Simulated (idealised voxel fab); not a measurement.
process module | voxel self aligned vias
cross-section cut | 235 nm wide | cells 5 nm
A cross-section is a grid of square cells, given in bands from the top down. A band is one or more rows of cells.
Each band's line starts with the height of the band's top and of its bottom, in nm. Then come its materials from left to right, each with its width in nm. One material with "throughout" fills the band from edge to edge. "air" is empty space.
Height 0 is the level under which the wafer as received is all one material. The lowest band goes on downwards, as in "0 down".
A width such as "30 to 40" changes by the same amount from each row of cells to the next, from the band's top row to its bottom row.
"no change" after a step means that no cell of the cross-section changed.
closed voids: empty space of 8 cells or more with no open way to the top, each as width x height at its distance from the left edge, in nm
after a step's settings: what the simulator itself notes on the step
overlay nm, on a step with a mask: how far to the right of its planned place the mask lay; to the left if negative
plan
1 op RECEIVE | material Si
2 op CONFORMAL_DEP | material SiO2 | thk nm 10
3 op CONFORMAL_DEP | material SiCN | thk nm 5
4 op DIRECTIONAL_DEP | material SiO2 | thk nm 20
5 op PATTERN | tone open | mask id LINES | material resist | width nm 30 | pitch nm 70 | thk nm 20 | overlay nm 0
6 op DIRECTIONAL_ETCH | etch materials SiO2 | depth nm 20
7 op STRIP | etch materials resist
8 op CONFORMAL_DEP | material TiN | thk nm 5
9 op FILL_DEP | material Ru | thk nm 5
10 op CMP | height nm 35
11 op SELECTIVE_ETCH | etch materials W Ru TiN | depth nm 10
12 op FILL_DEP | material SiN | thk nm 5
13 op CMP | height nm 35
14 op DIRECTIONAL_DEP | material SiO2 | thk nm 15
15 op DIRECTIONAL_DEP | material aC | thk nm 15
16 op PATTERN | tone open | mask id VIAS | material resist | width nm 40 | pitch nm 70 | thk nm 35 | overlay nm 0
17 op DIRECTIONAL_ETCH | etch materials aC | depth nm 15
18 op STRIP | etch materials resist
19 op DIRECTIONAL_ETCH | etch materials SiO2 | depth nm 15
20 op DIRECTIONAL_ETCH | etch materials SiN | depth nm 10
21 op STRIP | etch materials aC
22 op CONFORMAL_DEP | material TiN | thk nm 5
23 op FILL_DEP | material W | thk nm 5
24 op CMP | height nm 50
25 op CONFORMAL_DEP | material SiCN | thk nm 5
varied across the wafers: width nm of step 16. The plan shows the first wafer's value. All wafers start alike
first wafer as received, after step 1
  0 down: Si throughout
  closed voids: none
first wafer at the end, after step 25
  55 to 50: SiCN throughout
  50 to 40: SiO2 25 | TiN 5 | W 30 | TiN 5 | SiO2 30 | TiN 5 | W 30 | TiN 5 | SiO2 30 | TiN 5 | W 30 | TiN 5 | SiO2 30
  40 to 30: SiO2 25 to 30 | TiN 10 to 5 | W 20 | TiN 10 to 5 | SiO2 30 to 40 | TiN 10 to 5 | W 20 | TiN 10 to 5 | SiO2 30 to 40 | TiN 10 to 5 | W 20 | TiN 10 to 5 | SiO2 30 to 35
  30 to 25: SiO2 30 | TiN 30 | SiO2 40 | TiN 30 | SiO2 40 | TiN 30 | SiO2 35
  25 to 20: SiO2 30 | TiN 5 | Ru 20 | TiN 5 | SiO2 40 | TiN 5 | Ru 20 | TiN 5 | SiO2 40 | TiN 5 | Ru 20 | TiN 5 | SiO2 35
  20 to 15: SiO2 30 | TiN 30 | SiO2 40 | TiN 30 | SiO2 40 | TiN 30 | SiO2 35
  15 to 10: SiCN throughout
  10 to 0: SiO2 throughout
  0 down: Si throughout
  closed voids: none
last wafer at the end
  55 to 50: SiCN throughout
  50 to 40: SiO2 20 | TiN 5 | W 45 | TiN 5 | SiO2 15 | TiN 5 | W 45 | TiN 5 | SiO2 15 | TiN 5 | W 45 | TiN 5 | SiO2 20
  40 to 30: SiO2 20 to 30 | TiN 15 to 5 | W 20 | TiN 20 to 5 | SiO2 15 to 40 | TiN 15 to 5 | W 20 | TiN 20 to 5 | SiO2 15 to 40 | TiN 15 to 5 | W 20 | TiN 20 to 5 | SiO2 20 to 35
  30 to 25: SiO2 30 | TiN 30 | SiO2 40 | TiN 30 | SiO2 40 | TiN 30 | SiO2 35
  25 to 20: SiO2 30 | TiN 5 | Ru 20 | TiN 5 | SiO2 40 | TiN 5 | Ru 20 | TiN 5 | SiO2 40 | TiN 5 | Ru 20 | TiN 5 | SiO2 35
  20 to 15: SiO2 30 | TiN 30 | SiO2 40 | TiN 30 | SiO2 40 | TiN 30 | SiO2 35
  15 to 10: SiCN throughout
  10 to 0: SiO2 throughout
  0 down: Si throughout
  closed voids: none
each wafer at the end: cells of each material gained (+) or lost (-) since it was received, then its closed voids
width nm 40 | +12 Ru | +94 SiCN | +279 SiO2 | +72 TiN | +60 W | closed voids: none
width nm 45 | +12 Ru | +94 SiCN | +270 SiO2 | +75 TiN | +66 W | closed voids: none
width nm 50 | +12 Ru | +94 SiCN | +261 SiO2 | +78 TiN | +72 W | closed voids: none
width nm 55 | +12 Ru | +94 SiCN | +252 SiO2 | +81 TiN | +78 W | closed voids: none
